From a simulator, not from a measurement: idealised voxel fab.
Process module heading - voxel self aligned contacts
Each square cell in cross-section cut measures 5 nm, and the section as a whole is 160 nm wide.
We lay out every cross-section as a grid of square cells and spell it out in bands from the top down, where one band means one or more rows of cells. It is stipulated that each band's entry specify, in nanometres, the height of the top of the band and then that of its bottom, followed by the materials of the band in left-to-right sequence, each together with its width in nanometres. A single material marked by the word "edge to edge" is understood to fill the band from edge to edge; the word "empty" is understood to denote empty space. Heights are expressed relative to 0, this being the level below which the as-received wafer comprises one material exclusively. The lowest band is unbounded in the downward direction and is denoted as in "from 0 down". With a width like "30->40", each row of cells in the band differs from the next by the same amount, the top row carrying the first number and the bottom row the second. "all unchanged" after a step means that no cell of the cross-section changed. Look at "Closed cavity list" for the closed voids: empty spaces with no open path to the top, sized 8 cells or up. Each is width x height at distance, distance from the left edge, all nm. Text after the settings on a step's line: the simulator's own remark on that step. Regarding "overlay nm": on a step with a mask, it is the distance the mask lay to the right of its planned place; a negative value places it to the left.

## Below is the list of planned process steps
1. RECEIVE | material Si
2. CONFORMAL_DEP | material SiO2 | thk nm 5
3. DIRECTIONAL_DEP | material polySi | thk nm 30
4. DIRECTIONAL_DEP | material SiN | thk nm 20
5. MASKED_ETCH | tone cover | mask id GATE | width nm 30 | pitch nm 60 | etch materials SiN | depth nm 20 | overlay nm 0
6. MASKED_ETCH | tone cover | mask id GATE | width nm 30 | pitch nm 60 | etch materials polySi | depth nm 30 | overlay nm 0
7. CONFORMAL_DEP | material SiN | thk nm 5
8. DIRECTIONAL_ETCH | etch materials SiN | depth nm 5
9. FILL_DEP | material SiO2 | thk nm 20
10. CMP | height nm 65
11. DIRECTIONAL_DEP | material aC | thk nm 10
12. PATTERN | tone open | mask id CONTACT | material resist | width nm 40 | thk nm 25 | overlay nm 0
13. DIRECTIONAL_ETCH | etch materials aC | depth nm 10
14. STRIP | etch materials resist
15. DIRECTIONAL_ETCH | etch materials SiO2 | depth nm 65
16. STRIP | etch materials aC
17. CONFORMAL_DEP | material TiN | thk nm 5
18. FILL_DEP | material Ru | thk nm 5
19. CMP | height nm 65
20. CONFORMAL_DEP | material SiCN | thk nm 5

## Wafer at receipt (post step 1), cross-section
> from 0 down = Si edge to edge
> Closed cavity list: none

## First wafer of two, sectioned at end of module; run went per plan
> from 70 to 65 = SiCN edge to edge
> from 65 to 55 = SiO2: 60 | TiN: 5->15 | Ru: 30->10 | TiN: 5->15 | SiO2: 60
> from 55 to 35 = SiO2: 30 | SiN: 40 | TiN: 5 | Ru: 10 | TiN: 5 | SiN: 40 | SiO2: 30
> from 35 to 5 = SiO2: 30 | SiN: 5 | polySi: 30 | SiN: 5 | TiN: 5 | Ru: 10 | TiN: 5 | SiN: 5 | polySi: 30 | SiN: 5 | SiO2: 30
> from 5 to 0 = SiO2: 70 | TiN: 20 | SiO2: 70
> from 0 down = Si edge to edge
> Closed cavity list: none

## End-of-module cross-section of the second wafer: identical starting point and process plan to the first, with one processing mistake
> from 70 to 65 = SiCN edge to edge
> from 65 to 55 = SiO2: 60 | TiN: 5->15 | Ru: 30->10 | TiN: 5->15 | SiO2: 60
> from 55 to 35 = SiO2: 30 | SiN: 40 | TiN: 5 | Ru: 10 | TiN: 5 | SiN: 40 | SiO2: 30
> from 35 to 15 = SiO2: 30 | SiN: 5 | polySi: 30 | SiN: 5 | TiN: 5 | Ru: 10 | TiN: 5 | SiN: 5 | polySi: 30 | SiN: 5 | SiO2: 30
> from 15 to 10 = SiO2: 30 | SiN: 5 | polySi: 30 | SiN: 5 | TiN: 20 | SiN: 5 | polySi: 30 | SiN: 5 | SiO2: 30
> from 10 to 5 = polySi edge to edge
> from 5 to 0 = SiO2 edge to edge
> from 0 down = Si edge to edge
> Closed cavity list: none
It is concluded that the wafer was processed incorrectly with respect to the plan, in that rather than as planned, step 6 actually ran as MASKED_ETCH | tone cover | mask id GATE | width nm 30 | pitch nm 60 | etch materials polySi | depth nm 25 | overlay nm 0
Materials where the second wafer ends with more or fewer cells than the first: Ru -4; SiN -4; SiO2 -8; TiN -4; polySi +20
